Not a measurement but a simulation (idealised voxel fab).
Presented below is a process module, voxel double patterning.
Xsec cut, 295 nm wide, square cell size 5 nm.
Bands, listed from the top down, are how a cross-section gets written in this document; the cross-section itself is a grid of square cells, and a band is one or more rows of them.
Band entry format. Leading values: height of top, height of bottom, nm. Remainder: materials in left-to-right order, each with its width in nm. Special words: "edge to edge" on a single material, which then fills the band edge to edge; "blank", empty space.
Basically, 0 is our baseline, since under it the wafer straight out of the box is all one material. The bottom band has no lower end and keeps on going down, so it looks like "0 -> down".
Top row gets the first number, bottom row gets the second, and each row in between changes by the same step: that is how a band width like "30 to 40" works.
The cross-section has no changed cell in any step marked "nothing got changed".
"Listed closed voids" contains a list of empty spaces, each no smaller than 8 cells and without an open way to the top, written in the form width x height at distance with the distance from the left edge and all three in nm.
Formally, on a step line, whatever follows the settings is a remark that the simulator itself makes on the step.
The setting "overlay nm" may be written on the line of a step. When the step uses a mask, the value reports how far to the right of the planned place the mask lay, and a negative value reports that it lay to the left.

[Below is the list of planned process steps]
1. RECEIVE | material Si
2. CONFORMAL_DEP | material SiO2 | thk nm 5
3. DIRECTIONAL_DEP | material W | thk nm 20
4. DIRECTIONAL_DEP | material SiN | thk nm 10
5. MASKED_ETCH | tone open | mask id FIRST | width nm 15 | pitch nm 50 | etch materials SiN | depth nm 10 | overlay nm 0
6. DIRECTIONAL_DEP | material aC | thk nm 10
7. PATTERN | tone open | mask id SECOND | material resist | width nm 15 | pitch nm 50 | thk nm 30 | overlay nm 0
8. DIRECTIONAL_ETCH | etch materials aC | depth nm 10
9. STRIP | etch materials resist
10. DIRECTIONAL_ETCH | etch materials SiN | depth nm 10
11. STRIP | etch materials aC
12. DIRECTIONAL_ETCH | etch materials W | depth nm 20
13. STRIP | etch materials SiN

[The first of two wafers, run as planned]

[Cross-section of the wafer upon arrival, representing the state reached after step 1]
  0 -> down  Si edge to edge
  Listed closed voids: none

[Wafer section view after processing step 2]
  5 -> 0  SiO2 edge to edge
  Heights below 0 show no change.

[Wafer section view after processing step 3]
  25 -> 5  W edge to edge
  Heights below 5 show no change.

[Wafer section view after processing step 4]
  35 -> 25  SiN edge to edge
  Heights below 25 show no change.

[Wafer section view after processing step 5]
  35 -> 25  SiN=90; blank=15; SiN=35; blank=15; SiN=35; blank=15; SiN=90
  Heights below 25 show no change.

[Wafer section view after processing step 6]
  45 -> 35  aC=90; blank=15; aC=35; blank=15; aC=35; blank=15; aC=90
  35 -> 25  SiN=90; aC=15; SiN=35; aC=15; SiN=35; aC=15; SiN=90
  Heights below 25 show no change.

[Wafer section view after processing step 7]
  75 -> 45  resist=115; blank=15; resist=35; blank=15; resist=115
  45 -> 35  aC=90; resist=15; aC=35; resist=15; aC=35; resist=15; aC=90
  Heights below 35 show no change.

[Wafer section view after processing step 8]
  65 -> 45  resist=115; blank=15; resist=35; blank=15; resist=115
  45 -> 35  aC=90; resist=15; aC=10; blank=15; aC=10; resist=15; aC=10; blank=15; aC=10; resist=15; aC=90
  Heights below 35 show no change.

[Wafer section view after processing step 9]
  45 -> 35  aC=90; blank=15; aC=10; blank=15; aC=10; blank=15; aC=10; blank=15; aC=10; blank=15; aC=90
  Heights below 35 show no change.

[Wafer section view after processing step 10]
  45 -> 35  aC=90; blank=15; aC=10; blank=15; aC=10; blank=15; aC=10; blank=15; aC=10; blank=15; aC=90
  35 -> 25  SiN=90; aC=15; SiN=10; blank=15; SiN=10; aC=15; SiN=10; blank=15; SiN=10; aC=15; SiN=90
  Heights below 25 show no change.

[Wafer section view after processing step 11]
  35 -> 25  SiN=90; blank=15; SiN=10; blank=15; SiN=10; blank=15; SiN=10; blank=15; SiN=10; blank=15; SiN=90
  Heights below 25 show no change.

[Wafer section view after processing step 12]
  35 -> 25  SiN=90; blank=15; SiN=10; blank=15; SiN=10; blank=15; SiN=10; blank=15; SiN=10; blank=15; SiN=90
  25 -> 5  W=90; blank=15; W=10; blank=15; W=10; blank=15; W=10; blank=15; W=10; blank=15; W=90
  Heights below 5 show no change.

[Wafer section view after processing step 13]
  25 -> 5  W=90; blank=15; W=10; blank=15; W=10; blank=15; W=10; blank=15; W=10; blank=15; W=90
  Heights below 5 show no change.

[Second of two: same start, same plan, one run error; steps up to and including 1 match the first]

Second wafer cross-section, taken as of the time the plan sets for step 2 to be done: nothing got changed

[Second wafer cross-section, taken as of the time the plan sets for step 3 to be done]
  20 -> 0  W edge to edge
  Heights below 0 show no change.

[Second wafer cross-section, taken as of the time the plan sets for step 4 to be done]
  30 -> 20  SiN edge to edge
  Heights below 20 show no change.

[Second wafer cross-section, taken as of the time the plan sets for step 5 to be done]
  30 -> 20  SiN=90; blank=15; SiN=35; blank=15; SiN=35; blank=15; SiN=90
  Heights below 20 show no change.

[Second wafer cross-section, taken as of the time the plan sets for step 6 to be done]
  40 -> 30  aC=90; blank=15; aC=35; blank=15; aC=35; blank=15; aC=90
  30 -> 20  SiN=90; aC=15; SiN=35; aC=15; SiN=35; aC=15; SiN=90
  Heights below 20 show no change.

[Second wafer cross-section, taken as of the time the plan sets for step 7 to be done]
  70 -> 40  resist=115; blank=15; resist=35; blank=15; resist=115
  40 -> 30  aC=90; resist=15; aC=35; resist=15; aC=35; resist=15; aC=90
  Heights below 30 show no change.

[Second wafer cross-section, taken as of the time the plan sets for step 8 to be done]
  60 -> 40  resist=115; blank=15; resist=35; blank=15; resist=115
  40 -> 30  aC=90; resist=15; aC=10; blank=15; aC=10; resist=15; aC=10; blank=15; aC=10; resist=15; aC=90
  Heights below 30 show no change.

[Second wafer cross-section, taken as of the time the plan sets for step 9 to be done]
  40 -> 30  aC=90; blank=15; aC=10; blank=15; aC=10; blank=15; aC=10; blank=15; aC=10; blank=15; aC=90
  Heights below 30 show no change.

[Second wafer cross-section, taken as of the time the plan sets for step 10 to be done]
  40 -> 30  aC=90; blank=15; aC=10; blank=15; aC=10; blank=15; aC=10; blank=15; aC=10; blank=15; aC=90
  30 -> 20  SiN=90; aC=15; SiN=10; blank=15; SiN=10; aC=15; SiN=10; blank=15; SiN=10; aC=15; SiN=90
  Heights below 20 show no change.

[Second wafer cross-section, taken as of the time the plan sets for step 11 to be done]
  30 -> 20  SiN=90; blank=15; SiN=10; blank=15; SiN=10; blank=15; SiN=10; blank=15; SiN=10; blank=15; SiN=90
  Heights below 20 show no change.

[Second wafer cross-section, taken as of the time the plan sets for step 12 to be done]
  30 -> 20  SiN=90; blank=15; SiN=10; blank=15; SiN=10; blank=15; SiN=10; blank=15; SiN=10; blank=15; SiN=90
  20 -> 0  W=90; blank=15; W=10; blank=15; W=10; blank=15; W=10; blank=15; W=10; blank=15; W=90
  Heights below 0 show no change.

[Second wafer cross-section, taken as of the time the plan sets for step 13 to be done]
  20 -> 0  W=90; blank=15; W=10; blank=15; W=10; blank=15; W=10; blank=15; W=10; blank=15; W=90
  Heights below 0 show no change.
Heads up, the wafer didn't run the way we planned it: step 2 was dropped from the plan's execution and never run
End of process, cell counts, second wafer against first, materials with more or fewer: -59 SiO2
